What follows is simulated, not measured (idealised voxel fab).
Process module heading - voxel gate over fins
Each square cell in cross-section cut measures 5 nm, and the section as a whole is 150 nm wide.
Think of the cross-section as a grid of square cells. We describe it in bands, top to bottom, and each band covers one or more rows of those cells. What a band's entry tells you: where the top is and where the bottom is, as heights in nm, and after that what lies inside, material by material from left to right, each with its width in nm. Empty space is written as the word "empty", and a single material marked with the word "full width" occupies the band from edge to edge. Heads up on the height convention: 0 is the point under which the incoming wafer is all one material, and the lowest band has no bottom, it just keeps going down, like "0 down". A two-number width, for instance "30..40", indicates that the width is equal to the first number in the top row of the band and to the second number in the bottom row, and that it changes by a constant amount per row of cells. Where a step carries "same as before", the cross-section came out of it unchanged, cell for cell. Closed-off voids of 8+ cells (no open route to the top) go in "Sealed-off cavities", written width x height at distance from the left edge, in nm. Anything after a step's settings on that line? It's the simulator's own note about the step. The optional step-line setting "overlay nm" applies to steps with a mask and quantifies how far to the right of its planned location the mask lay, a negative value indicating leftward placement.
Here's what the planned process steps look like
1 RECEIVE,material Si
2 CONFORMAL_DEP,material SiN,thk nm 10
3 DIRECTIONAL_DEP,material aC,thk nm 15
4 PATTERN,tone cover,mask id FINS,material resist,width nm 15,pitch nm 35,thk nm 35,overlay nm 0
5 DIRECTIONAL_ETCH,etch materials aC,depth nm 15
6 STRIP,etch materials resist
7 DIRECTIONAL_ETCH,etch materials SiN,depth nm 10
8 DIRECTIONAL_ETCH,etch materials Si,depth nm 35
9 STRIP,etch materials aC
10 OXIDIZE,depth nm 5
11 FILL_DEP,material SiO2,thk nm 15
12 CMP,height nm 10
13 SELECTIVE_ETCH,etch materials SiO2,depth nm 25
14 STRIP,etch materials SiN
15 CONFORMAL_DEP,material HfO2,thk nm 5
16 CONFORMAL_DEP,material TiN,thk nm 5
17 FILL_DEP,material W,thk nm 10
18 CMP,height nm 15
19 CONFORMAL_DEP,material SiCN,thk nm 5
First of two wafers, with the run carried out as planned
Incoming wafer, cross-sectional view, post step 1
* 0 down | Si full width
* Sealed-off cavities: none
The following cross-section depicts the wafer upon completion of step 2
* 10 to 0 | SiN full width
* No changes below 0.
The following cross-section depicts the wafer upon completion of step 3
* 25 to 10 | aC full width
* No changes below 10.
The following cross-section depicts the wafer upon completion of step 4
* 60 to 25 | 50 empty, then 15 resist, then 20 empty, then 15 resist, then 50 empty
* No changes below 25.
The following cross-section depicts the wafer upon completion of step 5
* 45 to 25 | 50 empty, then 15 resist, then 20 empty, then 15 resist, then 50 empty
* 25 to 10 | 50 empty, then 15 aC, then 20 empty, then 15 aC, then 50 empty
* No changes below 10.
The following cross-section depicts the wafer upon completion of step 6
* 25 to 10 | 50 empty, then 15 aC, then 20 empty, then 15 aC, then 50 empty
* No changes below 10.
The following cross-section depicts the wafer upon completion of step 7
* 25 to 10 | 50 empty, then 15 aC, then 20 empty, then 15 aC, then 50 empty
* 10 to 0 | 50 empty, then 15 SiN, then 20 empty, then 15 SiN, then 50 empty
* No changes below 0.
The following cross-section depicts the wafer upon completion of step 8
* 25 to 10 | 50 empty, then 15 aC, then 20 empty, then 15 aC, then 50 empty
* 10 to 0 | 50 empty, then 15 SiN, then 20 empty, then 15 SiN, then 50 empty
* 0 to -35 | 50 empty, then 15 Si, then 20 empty, then 15 Si, then 50 empty
* No changes below -35.
The following cross-section depicts the wafer upon completion of step 9
* 10 to 0 | 50 empty, then 15 SiN, then 20 empty, then 15 SiN, then 50 empty
* No changes below 0.
The following cross-section depicts the wafer upon completion of step 10
* 10 to 0 | 50 empty, then 15 SiN, then 20 empty, then 15 SiN, then 50 empty
* 0 to -35 | 50 empty, then 5 SiO2, then 5 Si, then 5 SiO2, then 20 empty, then 5 SiO2, then 5 Si, then 5 SiO2, then 50 empty
* -35 to -40 | 55 SiO2, then 5 Si, then 30 SiO2, then 5 Si, then 55 SiO2
* No changes below -40.
The following cross-section depicts the wafer upon completion of step 11
* 25 to 10 | SiO2 full width
* 10 to 0 | 50 SiO2, then 15 SiN, then 20 SiO2, then 15 SiN, then 50 SiO2
* 0 to -40 | 55 SiO2, then 5 Si, then 30 SiO2, then 5 Si, then 55 SiO2
* No changes below -40.
The following cross-section depicts the wafer upon completion of step 12
* 10 to 0 | 50 SiO2, then 15 SiN, then 20 SiO2, then 15 SiN, then 50 SiO2
* No changes below 0.
The following cross-section depicts the wafer upon completion of step 13
* 10 to 0 | 50 empty, then 15 SiN, then 20 empty, then 15 SiN, then 50 empty
* 0 to -15 | 55 empty, then 5 Si, then 30 empty, then 5 Si, then 55 empty
* No changes below -15.
The following cross-section depicts the wafer upon completion of step 14
* 0 to -15 | 55 empty, then 5 Si, then 30 empty, then 5 Si, then 55 empty
* No changes below -15.
The following cross-section depicts the wafer upon completion of step 15
* 5 to 0 | 50 empty, then 15 HfO2, then 20 empty, then 15 HfO2, then 50 empty
* 0 to -10 | 50 empty, then 5 HfO2, then 5 Si, then 5 HfO2, then 20 empty, then 5 HfO2, then 5 Si, then 5 HfO2, then 50 empty
* -10 to -15 | 55 HfO2, then 5 Si, then 30 HfO2, then 5 Si, then 55 HfO2
* No changes below -15.
The following cross-section depicts the wafer upon completion of step 16
* 10 to 5 | 45 empty, then 25 TiN, then 10 empty, then 25 TiN, then 45 empty
* 5 to 0 | 45 empty, then 5 TiN, then 15 HfO2, then 5 TiN, then 10 empty, then 5 TiN, then 15 HfO2, then 5 TiN, then 45 empty
* 0 to -5 | 45 empty, then 5 TiN, then 5 HfO2, then 5 Si, then 5 HfO2, then 5 TiN, then 10 empty, then 5 TiN, then 5 HfO2, then 5 Si, then 5 HfO2, then 5 TiN, then 45 empty
* -5 to -10 | 50 TiN, then 5 HfO2, then 5 Si, then 5 HfO2, then 20 TiN, then 5 HfO2, then 5 Si, then 5 HfO2, then 50 TiN
* No changes below -10.
The following cross-section depicts the wafer upon completion of step 17
* 20 to 10 | W full width
* 10 to 5 | 45 W, then 25 TiN, then 10 W, then 25 TiN, then 45 W
* 5 to 0 | 45 W, then 5 TiN, then 15 HfO2, then 5 TiN, then 10 W, then 5 TiN, then 15 HfO2, then 5 TiN, then 45 W
* 0 to -5 | 45 W, then 5 TiN, then 5 HfO2, then 5 Si, then 5 HfO2, then 5 TiN, then 10 W, then 5 TiN, then 5 HfO2, then 5 Si, then 5 HfO2, then 5 TiN, then 45 W
* No changes below -5.
The following cross-section depicts the wafer upon completion of step 18
* 15 to 10 | W full width
* No changes below 10.
The following cross-section depicts the wafer upon completion of step 19
* 20 to 15 | SiCN full width
* No changes below 15.
The remaining wafer, second of the two, started like the first and was run to the same plan, except that one mistake was made along the way; the two coincide through step 18, inclusive
When step 19 should have ended
* 30 to 15 | SiCN full width
* No changes below 15.
The plan and the run diverged here: not per plan at step 19, really ran CONFORMAL_DEP,material SiCN,thk nm 15
Cell-count delta at end, second wafer over first, by material: SiCN: 60 more
